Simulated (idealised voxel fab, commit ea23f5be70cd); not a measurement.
The process module that follows is named voxel trench capacitor.
FYI the section here is cut, 255 nm wide, cells are 5 nm squares.
Cross-section format: a grid of square cells, given as bands from top to bottom; each band is one or more rows of cells. Heights first: top, then bottom, in nm. Then materials, left to right, each with a width in nm. "edge to edge" on a single material: fills the band edge to edge. "empty": empty space. Heads up on the height convention: 0 is the point under which the incoming wafer is all one material, and the lowest band has no bottom, it just keeps going down, like "from 0 down". When a width is written as two numbers, as in "30..40", the first number is the width in the top row of cells of the band and the second is the width in its bottom row, and the width changes by the same amount from each row to the next. Key: "remained unchanged" - step with no changed cell in the cross-section. Basically, "Enclosed voids" tells you about the enclosed voids: empty spaces with no open way to the top, 8 cells or bigger, each written width x height at distance, where distance is from the left edge, all in nm. Step line, after settings: the simulator's comment on this step. "overlay nm" denotes, for a step that has a mask, the displacement of the mask to the right of its planned place, with negative values corresponding to the left.

### The steps planned for the process are as follows
step 1: RECEIVE (material Si)
step 2: CONFORMAL_DEP (material SiN; thk nm 10)
step 3: MASKED_ETCH (tone open; mask id TRENCH; width nm 25; pitch nm 45; etch materials SiN; depth nm 10; overlay nm 0)
step 4: MASKED_ETCH (tone open; mask id TRENCH; width nm 25; pitch nm 45; etch materials Si; depth nm 25; overlay nm 0)
step 5: CONFORMAL_DEP (material Al2O3; thk nm 5)
step 6: CONFORMAL_DEP (material TiN; thk nm 5)
step 7: FILL_DEP (material W; thk nm 5)
step 8: CMP (height nm 10)

### First of two wafers, with the run carried out as planned

### Shown in cross-section is the wafer as received, that is, as it stands after step 1
  from 0 down: Si edge to edge
  Enclosed voids: none

### Cross-section through the wafer, step 2 finished
  from 10 to 0: SiN edge to edge
  Note: structure below 0 unchanged.

### Cross-section through the wafer, step 3 finished
  from 10 to 0: 45 of SiN / 25 of empty / 20 of SiN / 25 of empty / 20 of SiN / 25 of empty / 20 of SiN / 25 of empty / 50 of SiN
  Note: structure below 0 unchanged.

### Cross-section through the wafer, step 4 finished
  from 10 to 0: 45 of SiN / 25 of empty / 20 of SiN / 25 of empty / 20 of SiN / 25 of empty / 20 of SiN / 25 of empty / 50 of SiN
  from 0 to -25: 45 of Si / 25 of empty / 20 of Si / 25 of empty / 20 of Si / 25 of empty / 20 of Si / 25 of empty / 50 of Si
  Note: structure below -25 unchanged.

### Cross-section through the wafer, step 5 finished
  from 15 to 10: 50 of Al2O3 / 15 of empty / 30 of Al2O3 / 15 of empty / 30 of Al2O3 / 15 of empty / 30 of Al2O3 / 15 of empty / 55 of Al2O3
  from 10 to 0: 45 of SiN / 5 of Al2O3 / 15 of empty / 5 of Al2O3 / 20 of SiN / 5 of Al2O3 / 15 of empty / 5 of Al2O3 / 20 of SiN / 5 of Al2O3 / 15 of empty / 5 of Al2O3 / 20 of SiN / 5 of Al2O3 / 15 of empty / 5 of Al2O3 / 50 of SiN
  from 0 to -20: 45 of Si / 5 of Al2O3 / 15 of empty / 5 of Al2O3 / 20 of Si / 5 of Al2O3 / 15 of empty / 5 of Al2O3 / 20 of Si / 5 of Al2O3 / 15 of empty / 5 of Al2O3 / 20 of Si / 5 of Al2O3 / 15 of empty / 5 of Al2O3 / 50 of Si
  from -20 to -25: 45 of Si / 25 of Al2O3 / 20 of Si / 25 of Al2O3 / 20 of Si / 25 of Al2O3 / 20 of Si / 25 of Al2O3 / 50 of Si
  Note: structure below -25 unchanged.

### Cross-section through the wafer, step 6 finished
  from 20 to 15: 55 of TiN / 5 of empty / 40 of TiN / 5 of empty / 40 of TiN / 5 of empty / 40 of TiN / 5 of empty / 60 of TiN
  from 15 to 10: 50 of Al2O3 / 5 of TiN / 5 of empty / 5 of TiN / 30 of Al2O3 / 5 of TiN / 5 of empty / 5 of TiN / 30 of Al2O3 / 5 of TiN / 5 of empty / 5 of TiN / 30 of Al2O3 / 5 of TiN / 5 of empty / 5 of TiN / 55 of Al2O3
  from 10 to 0: 45 of SiN / 5 of Al2O3 / 5 of TiN / 5 of empty / 5 of TiN / 5 of Al2O3 / 20 of SiN / 5 of Al2O3 / 5 of TiN / 5 of empty / 5 of TiN / 5 of Al2O3 / 20 of SiN / 5 of Al2O3 / 5 of TiN / 5 of empty / 5 of TiN / 5 of Al2O3 / 20 of SiN / 5 of Al2O3 / 5 of TiN / 5 of empty / 5 of TiN / 5 of Al2O3 / 50 of SiN
  from 0 to -15: 45 of Si / 5 of Al2O3 / 5 of TiN / 5 of empty / 5 of TiN / 5 of Al2O3 / 20 of Si / 5 of Al2O3 / 5 of TiN / 5 of empty / 5 of TiN / 5 of Al2O3 / 20 of Si / 5 of Al2O3 / 5 of TiN / 5 of empty / 5 of TiN / 5 of Al2O3 / 20 of Si / 5 of Al2O3 / 5 of TiN / 5 of empty / 5 of TiN / 5 of Al2O3 / 50 of Si
  from -15 to -20: 45 of Si / 5 of Al2O3 / 15 of TiN / 5 of Al2O3 / 20 of Si / 5 of Al2O3 / 15 of TiN / 5 of Al2O3 / 20 of Si / 5 of Al2O3 / 15 of TiN / 5 of Al2O3 / 20 of Si / 5 of Al2O3 / 15 of TiN / 5 of Al2O3 / 50 of Si
  Note: structure below -20 unchanged.

### Cross-section through the wafer, step 7 finished
  from 25 to 20: W edge to edge
  from 20 to 15: 55 of TiN / 5 of W / 40 of TiN / 5 of W / 40 of TiN / 5 of W / 40 of TiN / 5 of W / 60 of TiN
  from 15 to 10: 50 of Al2O3 / 5 of TiN / 5 of W / 5 of TiN / 30 of Al2O3 / 5 of TiN / 5 of W / 5 of TiN / 30 of Al2O3 / 5 of TiN / 5 of W / 5 of TiN / 30 of Al2O3 / 5 of TiN / 5 of W / 5 of TiN / 55 of Al2O3
  from 10 to 0: 45 of SiN / 5 of Al2O3 / 5 of TiN / 5 of W / 5 of TiN / 5 of Al2O3 / 20 of SiN / 5 of Al2O3 / 5 of TiN / 5 of W / 5 of TiN / 5 of Al2O3 / 20 of SiN / 5 of Al2O3 / 5 of TiN / 5 of W / 5 of TiN / 5 of Al2O3 / 20 of SiN / 5 of Al2O3 / 5 of TiN / 5 of W / 5 of TiN / 5 of Al2O3 / 50 of SiN
  from 0 to -15: 45 of Si / 5 of Al2O3 / 5 of TiN / 5 of W / 5 of TiN / 5 of Al2O3 / 20 of Si / 5 of Al2O3 / 5 of TiN / 5 of W / 5 of TiN / 5 of Al2O3 / 20 of Si / 5 of Al2O3 / 5 of TiN / 5 of W / 5 of TiN / 5 of Al2O3 / 20 of Si / 5 of Al2O3 / 5 of TiN / 5 of W / 5 of TiN / 5 of Al2O3 / 50 of Si
  Note: structure below -15 unchanged.

### Cross-section through the wafer, step 8 finished
  from 10 to 0: 45 of SiN / 5 of Al2O3 / 5 of TiN / 5 of W / 5 of TiN / 5 of Al2O3 / 20 of SiN / 5 of Al2O3 / 5 of TiN / 5 of W / 5 of TiN / 5 of Al2O3 / 20 of SiN / 5 of Al2O3 / 5 of TiN / 5 of W / 5 of TiN / 5 of Al2O3 / 20 of SiN / 5 of Al2O3 / 5 of TiN / 5 of W / 5 of TiN / 5 of Al2O3 / 50 of SiN
  Note: structure below 0 unchanged.

### Now the other wafer: same start, same recipe, but we messed up one thing when running it. Up to and including step 2 it's the same as the first one

### Cross-section, second wafer, at the end time the plan gives for step 3
  from 10 to 0: 50 of SiN / 20 of empty / 25 of SiN / 20 of empty / 25 of SiN / 20 of empty / 25 of SiN / 20 of empty / 50 of SiN
  Note: structure below 0 unchanged.

### Cross-section, second wafer, at the end time the plan gives for step 4
  from 10 to 0: 50 of SiN / 20 of empty / 25 of SiN / 20 of empty / 25 of SiN / 20 of empty / 25 of SiN / 20 of empty / 50 of SiN
  from 0 to -25: 50 of Si / 20 of empty / 25 of Si / 20 of empty / 25 of Si / 20 of empty / 25 of Si / 20 of empty / 50 of Si
  Note: structure below -25 unchanged.

### Cross-section, second wafer, at the end time the plan gives for step 5
  from 15 to 10: 55 of Al2O3 / 10 of empty / 35 of Al2O3 / 10 of empty / 35 of Al2O3 / 10 of empty / 35 of Al2O3 / 10 of empty / 55 of Al2O3
  from 10 to 0: 50 of SiN / 5 of Al2O3 / 10 of empty / 5 of Al2O3 / 25 of SiN / 5 of Al2O3 / 10 of empty / 5 of Al2O3 / 25 of SiN / 5 of Al2O3 / 10 of empty / 5 of Al2O3 / 25 of SiN / 5 of Al2O3 / 10 of empty / 5 of Al2O3 / 50 of SiN
  from 0 to -20: 50 of Si / 5 of Al2O3 / 10 of empty / 5 of Al2O3 / 25 of Si / 5 of Al2O3 / 10 of empty / 5 of Al2O3 / 25 of Si / 5 of Al2O3 / 10 of empty / 5 of Al2O3 / 25 of Si / 5 of Al2O3 / 10 of empty / 5 of Al2O3 / 50 of Si
  from -20 to -25: 50 of Si / 20 of Al2O3 / 25 of Si / 20 of Al2O3 / 25 of Si / 20 of Al2O3 / 25 of Si / 20 of Al2O3 / 50 of Si
  Note: structure below -25 unchanged.

### Cross-section, second wafer, at the end time the plan gives for step 6
  from 20 to 15: TiN edge to edge
  from 15 to 10: 55 of Al2O3 / 10 of TiN / 35 of Al2O3 / 10 of TiN / 35 of Al2O3 / 10 of TiN / 35 of Al2O3 / 10 of TiN / 55 of Al2O3
  from 10 to 0: 50 of SiN / 5 of Al2O3 / 10 of TiN / 5 of Al2O3 / 25 of SiN / 5 of Al2O3 / 10 of TiN / 5 of Al2O3 / 25 of SiN / 5 of Al2O3 / 10 of TiN / 5 of Al2O3 / 25 of SiN / 5 of Al2O3 / 10 of TiN / 5 of Al2O3 / 50 of SiN
  from 0 to -20: 50 of Si / 5 of Al2O3 / 10 of TiN / 5 of Al2O3 / 25 of Si / 5 of Al2O3 / 10 of TiN / 5 of Al2O3 / 25 of Si / 5 of Al2O3 / 10 of TiN / 5 of Al2O3 / 25 of Si / 5 of Al2O3 / 10 of TiN / 5 of Al2O3 / 50 of Si
  Note: structure below -20 unchanged.

### Cross-section, second wafer, at the end time the plan gives for step 7
  from 25 to 20: W edge to edge
  Note: structure below 20 unchanged.

### Cross-section, second wafer, at the end time the plan gives for step 8
  from 10 to 0: 50 of SiN / 5 of Al2O3 / 10 of TiN / 5 of Al2O3 / 25 of SiN / 5 of Al2O3 / 10 of TiN / 5 of Al2O3 / 25 of SiN / 5 of Al2O3 / 10 of TiN / 5 of Al2O3 / 25 of SiN / 5 of Al2O3 / 10 of TiN / 5 of Al2O3 / 50 of SiN
  Note: structure below 0 unchanged.
Run error: step 3 did not happen as planned, as run it was MASKED_ETCH (tone open; mask id TRENCH; width nm 20; pitch nm 45; etch materials SiN; depth nm 10; overlay nm 0)
Materials where the second wafer ends with more or fewer cells than the first: -4 Al2O3, +20 Si, +8 SiN, -4 TiN, -20 W
